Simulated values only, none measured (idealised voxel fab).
You're looking at the process module voxel transistor to metal.
We display cut, a cross-section 185 nm in width whose square cells are each 5 nm.
A cross-section is a grid of square cells, given in bands from the top down. A band is one or more rows of cells.
Read a band's entry like this: the first values are the height of its top and the height of its bottom in nm, and what follows is the sequence of materials from left to right, each with its width in nm. Note that "blank" is empty space, and that a single material marked "all across" reaches across the band from edge to edge.
Beneath 0, the wafer as received is one material, and that level is where height counting begins. The lowest band goes on downward without a bottom; it is written like "0 nm and below".
Width spec "30 to 40" -> top row of cells at first value, bottom row at second value, equal per-row change in between.
For the purposes of this document, the phrase "nothing different" attached to a step denotes that no cell within the cross-section was modified by that step.
Entry "Completely sealed voids" = empty spaces >= 8 cells with no open way to the top; each as width x height at distance, distance from left edge, all nm.
If you see something after the settings on a step's line, that's the simulator's own remark about that step.
For masked steps, "overlay nm" on the step line gives how far right of plan the mask actually lay; a minus sign means it lay to the left.
Every pair from here on: before one process step, after it. The after cross-section reaches only to the lowest band that changed. Below the pair: the step in between and its settings. Pairs can belong to different runs of this module on the same starting wafer; a pair carries on from the pair above only if the entry headed "Geometry before processing" says so.
Geometry before processing:
45 nm to 25 nm = 35 of resist, then 20 of blank, then 70 of resist, then 20 of blank, then 40 of resist
25 nm to 15 nm = SiO2 all across
15 nm to 0 nm = 60 of SiO2, then 10 of SiN, then 5 of HfO2, then 5 of TiN, then 20 of W, then 5 of TiN, then 5 of HfO2, then 10 of SiN, then 65 of SiO2
0 nm to -5 nm = 25 of SiO2, then 10 of SiN, then 25 of SiO2, then 10 of SiN, then 5 of HfO2, then 30 of TiN, then 5 of HfO2, then 10 of SiN, then 25 of SiO2, then 10 of SiN, then 30 of SiO2
-5 nm to -10 nm = 35 of SiO2, then 5 of pSi, then 15 of SiO2, then 5 of pSi, then 10 of SiO2, then 40 of HfO2, then 10 of SiO2, then 5 of pSi, then 15 of SiO2, then 5 of pSi, then 40 of SiO2
-10 nm to -15 nm = 25 of SiO2, then 10 of Si, then 25 of pSi, then 60 of Si, then 25 of pSi, then 10 of Si, then 30 of SiO2
-15 nm to -75 nm = 25 of SiO2, then 130 of Si, then 30 of SiO2
-75 nm and below = Si all across
Completely sealed voids: none
After:
45 nm to 25 nm = 35 of resist, then 20 of blank, then 70 of resist, then 20 of blank, then 40 of resist
25 nm to 15 nm = 35 of SiO2, then 20 of blank, then 70 of SiO2, then 20 of blank, then 40 of SiO2
15 nm to 0 nm = 35 of SiO2, then 20 of blank, then 5 of SiO2, then 10 of SiN, then 5 of HfO2, then 5 of TiN, then 20 of W, then 5 of TiN, then 5 of HfO2, then 10 of SiN, then 5 of SiO2, then 20 of blank, then 40 of SiO2
0 nm to -5 nm = 25 of SiO2, then 10 of SiN, then 20 of blank, then 5 of SiO2, then 10 of SiN, then 5 of HfO2, then 30 of TiN, then 5 of HfO2, then 10 of SiN, then 5 of SiO2, then 20 of blank, then 10 of SiN, then 30 of SiO2
-5 nm to -10 nm = 35 of SiO2, then 5 of pSi, then 15 of blank, then 5 of pSi, then 10 of SiO2, then 40 of HfO2, then 10 of SiO2, then 5 of pSi, then 15 of blank, then 5 of pSi, then 40 of SiO2
Whatever lies below -10 is exactly as it was before.
Completely sealed voids: none
Which process step falls between the two cross-sections above? DIRECTIONAL_ETCH, etch materials SiO2, depth nm 35
Geometry before processing: see preceding pair, after cross-section.
After:
25 nm to 15 nm = 35 of SiO2, then 20 of blank, then 70 of SiO2, then 20 of blank, then 40 of SiO2
Whatever lies below 15 is exactly as it was before.
Completely sealed voids: none
Which process step falls between the two cross-sections above? STRIP, etch materials resist
Geometry before processing: see preceding pair, after cross-section.
After:
30 nm to 25 nm = 40 of TiN, then 10 of blank, then 80 of TiN, then 10 of blank, then 45 of TiN
25 nm to 15 nm = 35 of SiO2, then 5 of TiN, then 10 of blank, then 5 of TiN, then 70 of SiO2, then 5 of TiN, then 10 of blank, then 5 of TiN, then 40 of SiO2
15 nm to 0 nm = 35 of SiO2, then 5 of TiN, then 10 of blank, then 5 of TiN, then 5 of SiO2, then 10 of SiN, then 5 of HfO2, then 5 of TiN, then 20 of W, then 5 of TiN, then 5 of HfO2, then 10 of SiN, then 5 of SiO2, then 5 of TiN, then 10 of blank, then 5 of TiN, then 40 of SiO2
0 nm to -5 nm = 25 of SiO2, then 10 of SiN, then 10 of TiN, then 5 of blank, then 5 of TiN, then 5 of SiO2, then 10 of SiN, then 5 of HfO2, then 30 of TiN, then 5 of HfO2, then 10 of SiN, then 5 of SiO2, then 5 of TiN, then 5 of blank, then 10 of TiN, then 10 of SiN, then 30 of SiO2
-5 nm to -10 nm = 35 of SiO2, then 5 of pSi, then 15 of TiN, then 5 of pSi, then 10 of SiO2, then 40 of HfO2, then 10 of SiO2, then 5 of pSi, then 15 of TiN, then 5 of pSi, then 40 of SiO2
Whatever lies below -10 is exactly as it was before.
Completely sealed voids: none
Which process step falls between the two cross-sections above? CONFORMAL_DEP, material TiN, thk nm 5
Geometry before processing: see preceding pair, after cross-section.
After:
35 nm to 30 nm = Ru all across
30 nm to 25 nm = 40 of TiN, then 10 of Ru, then 80 of TiN, then 10 of Ru, then 45 of TiN
25 nm to 15 nm = 35 of SiO2, then 5 of TiN, then 10 of Ru, then 5 of TiN, then 70 of SiO2, then 5 of TiN, then 10 of Ru, then 5 of TiN, then 40 of SiO2
15 nm to 0 nm = 35 of SiO2, then 5 of TiN, then 10 of Ru, then 5 of TiN, then 5 of SiO2, then 10 of SiN, then 5 of HfO2, then 5 of TiN, then 20 of W, then 5 of TiN, then 5 of HfO2, then 10 of SiN, then 5 of SiO2, then 5 of TiN, then 10 of Ru, then 5 of TiN, then 40 of SiO2
0 nm to -5 nm = 25 of SiO2, then 10 of SiN, then 10 of TiN, then 5 of Ru, then 5 of TiN, then 5 of SiO2, then 10 of SiN, then 5 of HfO2, then 30 of TiN, then 5 of HfO2, then 10 of SiN, then 5 of SiO2, then 5 of TiN, then 5 of Ru, then 10 of TiN, then 10 of SiN, then 30 of SiO2
Whatever lies below -5 is exactly as it was before.
Completely sealed voids: none
Which process step falls between the two cross-sections above? FILL_DEP, material Ru, thk nm 5
Geometry before processing: see preceding pair, after cross-section.
After:
25 nm to 15 nm = 35 of SiO2, then 5 of TiN, then 10 of Ru, then 5 of TiN, then 70 of SiO2, then 5 of TiN, then 10 of Ru, then 5 of TiN, then 40 of SiO2
Whatever lies below 15 is exactly as it was before.
Completely sealed voids: none
Which process step falls between the two cross-sections above? CMP, height nm 25
Geometry before processing: see preceding pair, after cross-section.
After:
30 nm to 25 nm = TiN all across
Whatever lies below 25 is exactly as it was before.
Completely sealed voids: none
Which process step falls between the two cross-sections above? DIRECTIONAL_DEP, material TiN, thk nm 5
Geometry before processing: see preceding pair, after cross-section.
After:
50 nm to 30 nm = Ru all across
Whatever lies below 30 is exactly as it was before.
Completely sealed voids: none
Which process step falls between the two cross-sections above? DIRECTIONAL_DEP, material Ru, thk nm 20
Geometry before processing: see preceding pair, after cross-section.
After:
50 nm to 30 nm = 35 of blank, then 20 of Ru, then 70 of blank, then 20 of Ru, then 40 of blank
Whatever lies below 30 is exactly as it was before.
Completely sealed voids: none
Which process step falls between the two cross-sections above? MASKED_ETCH, tone cover, mask id METAL_1, width nm 20, pitch nm 90, etch materials Ru, depth nm 20, overlay nm 0
Geometry before processing: see preceding pair, after cross-section.
After:
50 nm to 30 nm = 35 of blank, then 20 of Ru, then 70 of blank, then 20 of Ru, then 40 of blank
30 nm to 25 nm = 35 of blank, then 20 of TiN, then 70 of blank, then 20 of TiN, then 40 of blank
Whatever lies below 25 is exactly as it was before.
Completely sealed voids: none
Which process step falls between the two cross-sections above? MASKED_ETCH, tone cover, mask id METAL_1, width nm 20, pitch nm 90, etch materials TiN, depth nm 5, overlay nm 0
Geometry before processing: see preceding pair, after cross-section.
After:
55 nm to 50 nm = SiO2 all across
50 nm to 30 nm = 35 of SiO2, then 20 of Ru, then 70 of SiO2, then 20 of Ru, then 40 of SiO2
30 nm to 25 nm = 35 of SiO2, then 20 of TiN, then 70 of SiO2, then 20 of TiN, then 40 of SiO2
Whatever lies below 25 is exactly as it was before.
Completely sealed voids: none
Which process step falls between the two cross-sections above? FILL_DEP, material SiO2, thk nm 5
Geometry before processing: see preceding pair, after cross-section.
After:
50 nm to 30 nm = 35 of SiO2, then 20 of Ru, then 70 of SiO2, then 20 of Ru, then 40 of SiO2
Whatever lies below 30 is exactly as it was before.
Completely sealed voids: none
Which process step falls between the two cross-sections above? CMP, height nm 50
Geometry before processing: see preceding pair, after cross-section.
After:
55 nm to 50 nm = SiN all across
Whatever lies below 50 is exactly as it was before.
Completely sealed voids: none
Which process step falls between the two cross-sections above? CONFORMAL_DEP, material SiN, thk nm 5
Geometry before processing:
15 nm to 0 nm = 25 of SiO2, then 130 of SiN, then 30 of SiO2
0 nm to -5 nm = SiO2 all across
-5 nm to -40 nm = 25 of SiO2, then 130 of Si, then 30 of SiO2
-40 nm and below = Si all across
Completely sealed voids: none
After:
15 nm to 0 nm = 25 of SiO2, then 130 of blank, then 30 of SiO2
Whatever lies below 0 is exactly as it was before.
Completely sealed voids: none
Which process step falls between the two cross-sections above? STRIP, etch materials SiN
Geometry before processing: see preceding pair, after cross-section.
After:
5 nm to -5 nm = 15 of SiO2, then 150 of blank, then 20 of SiO2
-5 nm to -10 nm = 15 of SiO2, then 10 of blank, then 130 of Si, then 10 of blank, then 20 of SiO2
Whatever lies below -10 is exactly as it was before.
Completely sealed voids: none
Which process step falls between the two cross-sections above? SELECTIVE_ETCH, etch materials SiO2, depth nm 10
Geometry before processing: see preceding pair, after cross-section.
After:
0 nm to -5 nm = 10 of SiO2, then 160 of blank, then 15 of SiO2
-5 nm to -15 nm = 10 of SiO2, then 15 of blank, then 130 of Si, then 15 of blank, then 15 of SiO2
Whatever lies below -15 is exactly as it was before.
Completely sealed voids: none
Which process step falls between the two cross-sections above? SELECTIVE_ETCH, etch materials SiO2, depth nm 5
Geometry before processing: see preceding pair, after cross-section.
After:
0 nm to -5 nm = 10 of SiO2, then 160 of blank, then 15 of SiO2
-5 nm to -10 nm = 10 of SiO2, then 15 of blank, then 130 of SiO2, then 15 of blank, then 15 of SiO2
-10 nm to -15 nm = 10 of SiO2, then 15 of blank, then 5 of SiO2, then 120 of Si, then 5 of SiO2, then 15 of blank, then 15 of SiO2
-15 nm to -20 nm = 30 of SiO2, then 120 of Si, then 35 of SiO2
Whatever lies below -20 is exactly as it was before.
Completely sealed voids: none
Which process step falls between the two cross-sections above? OXIDIZE, depth nm 5
Geometry before processing: see preceding pair, after cross-section.
After:
25 nm to 20 nm = 10 of polySi, then 160 of blank, then 15 of polySi
20 nm to 10 nm = 10 of polySi, then 15 of blank, then 130 of polySi, then 15 of blank, then 15 of polySi
10 nm to 0 nm = polySi all across
0 nm to -5 nm = 10 of SiO2, then 160 of polySi, then 15 of SiO2
-5 nm to -10 nm = 10 of SiO2, then 15 of polySi, then 130 of SiO2, then 15 of polySi, then 15 of SiO2
-10 nm to -15 nm = 10 of SiO2, then 15 of polySi, then 5 of SiO2, then 120 of Si, then 5 of SiO2, then 15 of polySi, then 15 of SiO2
Whatever lies below -15 is exactly as it was before.
Completely sealed voids: none
Which process step falls between the two cross-sections above? DIRECTIONAL_DEP, material polySi, thk nm 25
Geometry before processing: see preceding pair, after cross-section.
After:
35 nm to 30 nm = 10 of SiCN, then 160 of blank, then 15 of SiCN
30 nm to 25 nm = 10 of SiCN, then 15 of blank, then 130 of SiCN, then 15 of blank, then 15 of SiCN
25 nm to 20 nm = 10 of polySi, then 15 of blank, then 130 of SiCN, then 15 of blank, then 15 of polySi
20 nm to 10 nm = 10 of polySi, then 15 of SiCN, then 130 of polySi, then 15 of SiCN, then 15 of polySi
Whatever lies below 10 is exactly as it was before.
Completely sealed voids: none
Which process step falls between the two cross-sections above? DIRECTIONAL_DEP, material SiCN, thk nm 10
Geometry before processing: see preceding pair, after cross-section.
After:
50 nm to 45 nm = 10 of aC, then 160 of blank, then 15 of aC
45 nm to 35 nm = 10 of aC, then 15 of blank, then 130 of aC, then 15 of blank, then 15 of aC
35 nm to 30 nm = 10 of SiCN, then 160 of aC, then 15 of SiCN
30 nm to 25 nm = 10 of SiCN, then 15 of aC, then 130 of SiCN, then 15 of aC, then 15 of SiCN
25 nm to 20 nm = 10 of polySi, then 15 of aC, then 130 of SiCN, then 15 of aC, then 15 of polySi
Whatever lies below 20 is exactly as it was before.
Completely sealed voids: none
Which process step falls between the two cross-sections above? DIRECTIONAL_DEP, material aC, thk nm 15
Geometry before processing: see preceding pair, after cross-section.
After:
80 nm to 50 nm = 75 of blank, then 30 of resist, then 80 of blank
50 nm to 45 nm = 10 of aC, then 65 of blank, then 30 of resist, then 65 of blank, then 15 of aC
Whatever lies below 45 is exactly as it was before.
Completely sealed voids: none
Which process step falls between the two cross-sections above? PATTERN, tone cover, mask id GATE, material resist, width nm 30, thk nm 30, overlay nm 0
Geometry before processing: see preceding pair, after cross-section.
After:
65 nm to 45 nm = 75 of blank, then 30 of resist, then 80 of blank
45 nm to 35 nm = 75 of blank, then 30 of aC, then 80 of blank
35 nm to 30 nm = 10 of SiCN, then 65 of blank, then 30 of aC, then 65 of blank, then 15 of SiCN
30 nm to 25 nm = 10 of SiCN, then 15 of blank, then 130 of SiCN, then 15 of blank, then 15 of SiCN
25 nm to 20 nm = 10 of polySi, then 15 of blank, then 130 of SiCN, then 15 of blank, then 15 of polySi
Whatever lies below 20 is exactly as it was before.
Completely sealed voids: none
Which process step falls between the two cross-sections above? DIRECTIONAL_ETCH, etch materials aC, depth nm 15
Geometry before processing: see preceding pair, after cross-section.
After:
45 nm to 35 nm = 75 of blank, then 30 of aC, then 80 of blank
Whatever lies below 35 is exactly as it was before.
Completely sealed voids: none
Which process step falls between the two cross-sections above? STRIP, etch materials resist
Geometry before processing: see preceding pair, after cross-section.
After:
45 nm to 30 nm = 75 of blank, then 30 of aC, then 80 of blank
30 nm to 25 nm = 75 of blank, then 30 of SiCN, then 80 of blank
25 nm to 20 nm = 10 of polySi, then 65 of blank, then 30 of SiCN, then 65 of blank, then 15 of polySi
20 nm to 10 nm = 10 of polySi, then 15 of blank, then 130 of polySi, then 15 of blank, then 15 of polySi
Whatever lies below 10 is exactly as it was before.
Completely sealed voids: none
Which process step falls between the two cross-sections above? DIRECTIONAL_ETCH, etch materials SiCN, depth nm 20
Geometry before processing: see preceding pair, after cross-section.
After:
45 nm to 30 nm = 75 of blank, then 30 of aC, then 80 of blank
30 nm to 20 nm = 75 of blank, then 30 of SiCN, then 80 of blank
20 nm to 0 nm = 75 of blank, then 30 of polySi, then 80 of blank
0 nm to -5 nm = 10 of SiO2, then 65 of blank, then 30 of polySi, then 65 of blank, then 15 of SiO2
-5 nm to -10 nm = 10 of SiO2, then 15 of blank, then 130 of SiO2, then 15 of blank, then 15 of SiO2
-10 nm to -15 nm = 10 of SiO2, then 15 of blank, then 5 of SiO2, then 120 of Si, then 5 of SiO2, then 15 of blank, then 15 of SiO2
Whatever lies below -15 is exactly as it was before.
Completely sealed voids: none
Which process step falls between the two cross-sections above? DIRECTIONAL_ETCH, etch materials polySi, depth nm 35
Geometry before processing: see preceding pair, after cross-section.
After:
30 nm to 20 nm = 75 of blank, then 30 of SiCN, then 80 of blank
Whatever lies below 20 is exactly as it was before.
Completely sealed voids: none
Which process step falls between the two cross-sections above? STRIP, etch materials aC
Geometry before processing: see preceding pair, after cross-section.
After:
35 nm to 30 nm = 70 of blank, then 40 of SiO2, then 75 of blank
30 nm to 20 nm = 70 of blank, then 5 of SiO2, then 30 of SiCN, then 5 of SiO2, then 75 of blank
20 nm to 5 nm = 70 of blank, then 5 of SiO2, then 30 of polySi, then 5 of SiO2, then 75 of blank
5 nm to -5 nm = 15 of SiO2, then 55 to 5 of blank, then 5 to 55 of SiO2, then 30 of polySi, then 5 to 55 of SiO2, then 55 to 5 of blank, then 20 of SiO2
-5 nm to -10 nm = 15 of SiO2, then 5 of blank, then 140 of SiO2, then 5 of blank, then 20 of SiO2
-10 nm to -20 nm = 30 of SiO2, then 120 of Si, then 35 of SiO2
Whatever lies below -20 is exactly as it was before.
Completely sealed voids: none
Which process step falls between the two cross-sections above? CONFORMAL_DEP, material SiO2, thk nm 5
Geometry before processing: see preceding pair, after cross-section.
After:
30 nm to 20 nm = 70 of blank, then 5 of SiO2, then 30 of SiCN, then 5 of SiO2, then 75 of blank
20 nm to 0 nm = 70 of blank, then 5 of SiO2, then 30 of polySi, then 5 of SiO2, then 75 of blank
0 nm to -5 nm = 15 of SiO2, then 55 of blank, then 5 of SiO2, then 30 of polySi, then 5 of SiO2, then 55 of blank, then 20 of SiO2
-5 nm to -10 nm = 15 of SiO2, then 5 of blank, then 140 of SiO2, then 5 of blank, then 20 of SiO2
-10 nm to -15 nm = 15 of SiO2, then 5 of blank, then 10 of SiO2, then 120 of Si, then 10 of SiO2, then 5 of blank, then 20 of SiO2
Whatever lies below -15 is exactly as it was before.
Completely sealed voids: none
Which process step falls between the two cross-sections above? DIRECTIONAL_ETCH, etch materials SiO2, depth nm 5
Geometry before processing: see preceding pair, after cross-section.
After:
40 nm to 30 nm = 60 of blank, then 60 of SiN, then 65 of blank
30 nm to 20 nm = 60 of blank, then 10 of SiN, then 5 of SiO2, then 30 of SiCN, then 5 of SiO2, then 10 of SiN, then 65 of blank
20 nm to 10 nm = 60 of blank, then 10 of SiN, then 5 of SiO2, then 30 of polySi, then 5 of SiO2, then 10 of SiN, then 65 of blank
10 nm to 5 nm = 25 of SiN, then 35 of blank, then 10 of SiN, then 5 of SiO2, then 30 of polySi, then 5 of SiO2, then 10 of SiN, then 35 of blank, then 30 of SiN
5 nm to 0 nm = 70 of SiN, then 5 of SiO2, then 30 of polySi, then 5 of SiO2, then 75 of SiN
0 nm to -5 nm = 15 of SiO2, then 55 of SiN, then 5 of SiO2, then 30 of polySi, then 5 of SiO2, then 55 of SiN, then 20 of SiO2
-5 nm to -10 nm = 15 of SiO2, then 5 of SiN, then 140 of SiO2, then 5 of SiN, then 20 of SiO2
-10 nm to -15 nm = 15 of SiO2, then 5 of SiN, then 10 of SiO2, then 120 of Si, then 10 of SiO2, then 5 of SiN, then 20 of SiO2
Whatever lies below -15 is exactly as it was before.
Completely sealed voids: none
Which process step falls between the two cross-sections above? CONFORMAL_DEP, material SiN, thk nm 10
Geometry before processing: see preceding pair, after cross-section.
After:
30 nm to 20 nm = 60 of blank, then 10 of SiN, then 5 of SiO2, then 30 of SiCN, then 5 of SiO2, then 10 of SiN, then 65 of blank
20 nm to 0 nm = 60 of blank, then 10 of SiN, then 5 of SiO2, then 30 of polySi, then 5 of SiO2, then 10 of SiN, then 65 of blank
0 nm to -5 nm = 15 of SiO2, then 10 of SiN, then 35 of blank, then 10 of SiN, then 5 of SiO2, then 30 of polySi, then 5 of SiO2, then 10 of SiN, then 35 of blank, then 10 of SiN, then 20 of SiO2
Whatever lies below -5 is exactly as it was before.
Completely sealed voids: none
Which process step falls between the two cross-sections above? DIRECTIONAL_ETCH, etch materials SiN, depth nm 10
Geometry before processing: see preceding pair, after cross-section.
After:
30 nm to 25 nm = 60 of blank, then 10 of SiN, then 5 of blank, then 30 of SiCN, then 5 of blank, then 10 of SiN, then 65 of blank
25 nm to 20 nm = 60 of blank, then 10 of SiN, then 5 of SiO2, then 30 of SiCN, then 5 of SiO2, then 10 of SiN, then 65 of blank
20 nm to 0 nm = 60 of blank, then 10 of SiN, then 5 of SiO2, then 30 of polySi, then 5 of SiO2, then 10 of SiN, then 65 of blank
0 nm to -5 nm = 15 of blank, then 10 of SiN, then 35 of blank, then 10 of SiN, then 5 of SiO2, then 30 of polySi, then 5 of SiO2, then 10 of SiN, then 35 of blank, then 10 of SiN, then 20 of blank
-5 nm to -10 nm = 15 of SiO2, then 5 of SiN, then 5 of SiO2, then 35 of blank, then 60 of SiO2, then 35 of blank, then 5 of SiO2, then 5 of SiN, then 20 of SiO2
Whatever lies below -10 is exactly as it was before.
Completely sealed voids: none
Which process step falls between the two cross-sections above? DIRECTIONAL_ETCH, etch materials SiO2, depth nm 5
Geometry before processing: see preceding pair, after cross-section.
After:
30 nm to 25 nm = 60 of blank, then 10 of SiN, then 5 of blank, then 30 of SiCN, then 5 of blank, then 10 of SiN, then 65 of blank
25 nm to 20 nm = 60 of blank, then 10 of SiN, then 5 of SiO2, then 30 of SiCN, then 5 of SiO2, then 10 of SiN, then 65 of blank
20 nm to 0 nm = 60 of blank, then 10 of SiN, then 5 of SiO2, then 30 of polySi, then 5 of SiO2, then 10 of SiN, then 65 of blank
0 nm to -5 nm = 15 of blank, then 10 of SiN, then 35 of blank, then 10 of SiN, then 5 of SiO2, then 30 of polySi, then 5 of SiO2, then 10 of SiN, then 35 of blank, then 10 of SiN, then 20 of blank
-5 nm to -10 nm = 15 of SiO2, then 5 of SiN, then 5 of SiO2, then 35 of blank, then 60 of SiO2, then 35 of blank, then 5 of SiO2, then 5 of SiN, then 20 of SiO2
-10 nm to -15 nm = 15 of SiO2, then 5 of SiN, then 10 of SiO2, then 30 of blank, then 60 of Si, then 30 of blank, then 10 of SiO2, then 5 of SiN, then 20 of SiO2
Whatever lies below -15 is exactly as it was before.
Completely sealed voids: none
Which process step falls between the two cross-sections above? DIRECTIONAL_ETCH, etch materials Si, depth nm 5
Geometry before processing: see preceding pair, after cross-section.
After:
30 nm to 25 nm = 60 of blank, then 10 of SiN, then 5 of blank, then 30 of SiCN, then 5 of blank, then 10 of SiN, then 65 of blank
25 nm to 20 nm = 60 of blank, then 10 of SiN, then 5 of SiO2, then 30 of SiCN, then 5 of SiO2, then 10 of SiN, then 65 of blank
20 nm to 0 nm = 60 of blank, then 10 of SiN, then 5 of SiO2, then 30 of polySi, then 5 of SiO2, then 10 of SiN, then 65 of blank
0 nm to -5 nm = 15 of blank, then 10 of SiN, then 35 of blank, then 10 of SiN, then 5 of SiO2, then 30 of polySi, then 5 of SiO2, then 10 of SiN, then 35 of blank, then 10 of SiN, then 20 of blank
-5 nm to -10 nm = 15 of SiO2, then 5 of SiN, then 5 of SiO2, then 30 of blank, then 5 of pSi, then 60 of SiO2, then 5 of pSi, then 30 of blank, then 5 of SiO2, then 5 of SiN, then 20 of SiO2
-10 nm to -15 nm = 15 of SiO2, then 5 of SiN, then 10 of SiO2, then 30 of pSi, then 60 of Si, then 30 of pSi, then 10 of SiO2, then 5 of SiN, then 20 of SiO2
Whatever lies below -15 is exactly as it was before.
Completely sealed voids: none
Which process step falls between the two cross-sections above? EPI, material pSi, thk nm 5
Geometry before processing: see preceding pair, after cross-section.
After:
40 nm to 30 nm = SiO2 all across
30 nm to 20 nm = 60 of SiO2, then 10 of SiN, then 5 of SiO2, then 30 of SiCN, then 5 of SiO2, then 10 of SiN, then 65 of SiO2
20 nm to 0 nm = 60 of SiO2, then 10 of SiN, then 5 of SiO2, then 30 of polySi, then 5 of SiO2, then 10 of SiN, then 65 of SiO2
0 nm to -5 nm = 15 of SiO2, then 10 of SiN, then 35 of SiO2, then 10 of SiN, then 5 of SiO2, then 30 of polySi, then 5 of SiO2, then 10 of SiN, then 35 of SiO2, then 10 of SiN, then 20 of SiO2
-5 nm to -10 nm = 15 of SiO2, then 5 of SiN, then 35 of SiO2, then 5 of pSi, then 60 of SiO2, then 5 of pSi, then 35 of SiO2, then 5 of SiN, then 20 of SiO2
Whatever lies below -10 is exactly as it was before.
Completely sealed voids: none
Which process step falls between the two cross-sections above? FILL_DEP, material SiO2, thk nm 10
Geometry before processing: see preceding pair, after cross-section.
After:
20 nm to 0 nm = 60 of SiO2, then 10 of SiN, then 5 of SiO2, then 30 of polySi, then 5 of SiO2, then 10 of SiN, then 65 of SiO2
Whatever lies below 0 is exactly as it was before.
Completely sealed voids: none
Which process step falls between the two cross-sections above? CMP, height nm 20
Geometry before processing: see preceding pair, after cross-section.
After:
20 nm to 0 nm = 60 of SiO2, then 10 of SiN, then 5 of SiO2, then 30 of blank, then 5 of SiO2, then 10 of SiN, then 65 of SiO2
0 nm to -5 nm = 15 of SiO2, then 10 of SiN, then 35 of SiO2, then 10 of SiN, then 5 of SiO2, then 30 of blank, then 5 of SiO2, then 10 of SiN, then 35 of SiO2, then 10 of SiN, then 20 of SiO2
Whatever lies below -5 is exactly as it was before.
Completely sealed voids: none
Which process step falls between the two cross-sections above? STRIP, etch materials polySi
Geometry before processing: see preceding pair, after cross-section.
After:
20 nm to 15 nm = 60 of blank, then 10 of SiN, then 40 of blank, then 10 of SiN, then 65 of blank
15 nm to 0 nm = 60 of SiO2, then 10 of SiN, then 40 of blank, then 10 of SiN, then 65 of SiO2
0 nm to -5 nm = 15 of SiO2, then 10 of SiN, then 35 of SiO2, then 10 of SiN, then 40 of blank, then 10 of SiN, then 35 of SiO2, then 10 of SiN, then 20 of SiO2
-5 nm to -10 nm = 15 of SiO2, then 5 of SiN, then 35 of SiO2, then 5 of pSi, then 10 of SiO2, then 40 of blank, then 10 of SiO2, then 5 of pSi, then 35 of SiO2, then 5 of SiN, then 20 of SiO2
Whatever lies below -10 is exactly as it was before.
Completely sealed voids: none
Which process step falls between the two cross-sections above? SELECTIVE_ETCH, etch materials SiO2, depth nm 5
Geometry before processing: see preceding pair, after cross-section.
After:
25 nm to 20 nm = 55 of blank, then 20 of HfO2, then 30 of blank, then 20 of HfO2, then 60 of blank
20 nm to 15 nm = 60 of HfO2, then 10 of SiN, then 5 of HfO2, then 30 of blank, then 5 of HfO2, then 10 of SiN, then 65 of HfO2
15 nm to 0 nm = 60 of SiO2, then 10 of SiN, then 5 of HfO2, then 30 of blank, then 5 of HfO2, then 10 of SiN, then 65 of SiO2
0 nm to -5 nm = 15 of SiO2, then 10 of SiN, then 35 of SiO2, then 10 of SiN, then 5 of HfO2, then 30 of blank, then 5 of HfO2, then 10 of SiN, then 35 of SiO2, then 10 of SiN, then 20 of SiO2
-5 nm to -10 nm = 15 of SiO2, then 5 of SiN, then 35 of SiO2, then 5 of pSi, then 10 of SiO2, then 40 of HfO2, then 10 of SiO2, then 5 of pSi, then 35 of SiO2, then 5 of SiN, then 20 of SiO2
Whatever lies below -10 is exactly as it was before.
Completely sealed voids: none
Which process step falls between the two cross-sections above? CONFORMAL_DEP, material HfO2, thk nm 5
Geometry before processing: see preceding pair, after cross-section.
After:
30 nm to 25 nm = 50 of blank, then 30 of TiN, then 20 of blank, then 30 of TiN, then 55 of blank
25 nm to 20 nm = 55 of TiN, then 20 of HfO2, then 5 of TiN, then 20 of blank, then 5 of TiN, then 20 of HfO2, then 60 of TiN
20 nm to 15 nm = 60 of HfO2, then 10 of SiN, then 5 of HfO2, then 5 of TiN, then 20 of blank, then 5 of TiN, then 5 of HfO2, then 10 of SiN, then 65 of HfO2
15 nm to 0 nm = 60 of SiO2, then 10 of SiN, then 5 of HfO2, then 5 of TiN, then 20 of blank, then 5 of TiN, then 5 of HfO2, then 10 of SiN, then 65 of SiO2
0 nm to -5 nm = 15 of SiO2, then 10 of SiN, then 35 of SiO2, then 10 of SiN, then 5 of HfO2, then 30 of TiN, then 5 of HfO2, then 10 of SiN, then 35 of SiO2, then 10 of SiN, then 20 of SiO2
Whatever lies below -5 is exactly as it was before.
Completely sealed voids: none
Which process step falls between the two cross-sections above? CONFORMAL_DEP, material TiN, thk nm 5
Geometry before processing: see preceding pair, after cross-section.
After:
35 nm to 30 nm = W all across
30 nm to 25 nm = 50 of W, then 30 of TiN, then 20 of W, then 30 of TiN, then 55 of W
25 nm to 20 nm = 55 of TiN, then 20 of HfO2, then 5 of TiN, then 20 of W, then 5 of TiN, then 20 of HfO2, then 60 of TiN
20 nm to 15 nm = 60 of HfO2, then 10 of SiN, then 5 of HfO2, then 5 of TiN, then 20 of W, then 5 of TiN, then 5 of HfO2, then 10 of SiN, then 65 of HfO2
15 nm to 0 nm = 60 of SiO2, then 10 of SiN, then 5 of HfO2, then 5 of TiN, then 20 of W, then 5 of TiN, then 5 of HfO2, then 10 of SiN, then 65 of SiO2
Whatever lies below 0 is exactly as it was before.
Completely sealed voids: none
Which process step falls between the two cross-sections above? FILL_DEP, material W, thk nm 5
Geometry before processing: see preceding pair, after cross-section.
After:
15 nm to 0 nm = 60 of SiO2, then 10 of SiN, then 5 of HfO2, then 5 of TiN, then 20 of W, then 5 of TiN, then 5 of HfO2, then 10 of SiN, then 65 of SiO2
Whatever lies below 0 is exactly as it was before.
Completely sealed voids: none
Which process step falls between the two cross-sections above? CMP, height nm 15
Geometry before processing: see preceding pair, after cross-section.
After:
25 nm to 15 nm = SiO2 all across
Whatever lies below 15 is exactly as it was before.
Completely sealed voids: none
Which process step falls between the two cross-sections above? DIRECTIONAL_DEP, material SiO2, thk nm 10
Geometry before processing: see preceding pair, after cross-section.
After:
45 nm to 25 nm = 35 of resist, then 20 of blank, then 70 of resist, then 20 of blank, then 40 of resist
Whatever lies below 25 is exactly as it was before.
Completely sealed voids: none
Which process step falls between the two cross-sections above? PATTERN, tone open, mask id CONTACT, material resist, width nm 20, pitch nm 90, thk nm 20, overlay nm 0
Geometry before processing: see preceding pair, after cross-section.
After:
45 nm to 25 nm = 35 of resist, then 20 of blank, then 70 of resist, then 20 of blank, then 40 of resist
25 nm to 15 nm = 35 of SiO2, then 20 of blank, then 70 of SiO2, then 20 of blank, then 40 of SiO2
15 nm to 0 nm = 35 of SiO2, then 20 of blank, then 5 of SiO2, then 10 of SiN, then 5 of HfO2, then 5 of TiN, then 20 of W, then 5 of TiN, then 5 of HfO2, then 10 of SiN, then 5 of SiO2, then 20 of blank, then 40 of SiO2
0 nm to -5 nm = 15 of SiO2, then 10 of SiN, then 10 of SiO2, then 20 of blank, then 5 of SiO2, then 10 of SiN, then 5 of HfO2, then 30 of TiN, then 5 of HfO2, then 10 of SiN, then 5 of SiO2, then 20 of blank, then 10 of SiO2, then 10 of SiN, then 20 of SiO2
-5 nm to -10 nm = 15 of SiO2, then 5 of SiN, then 15 of SiO2, then 20 of blank, then 5 of pSi, then 10 of SiO2, then 40 of HfO2, then 10 of SiO2, then 5 of pSi, then 20 of blank, then 15 of SiO2, then 5 of SiN, then 20 of SiO2
Whatever lies below -10 is exactly as it was before.
Completely sealed voids: none
Which process step falls between the two cross-sections above? DIRECTIONAL_ETCH, etch materials SiO2, depth nm 35
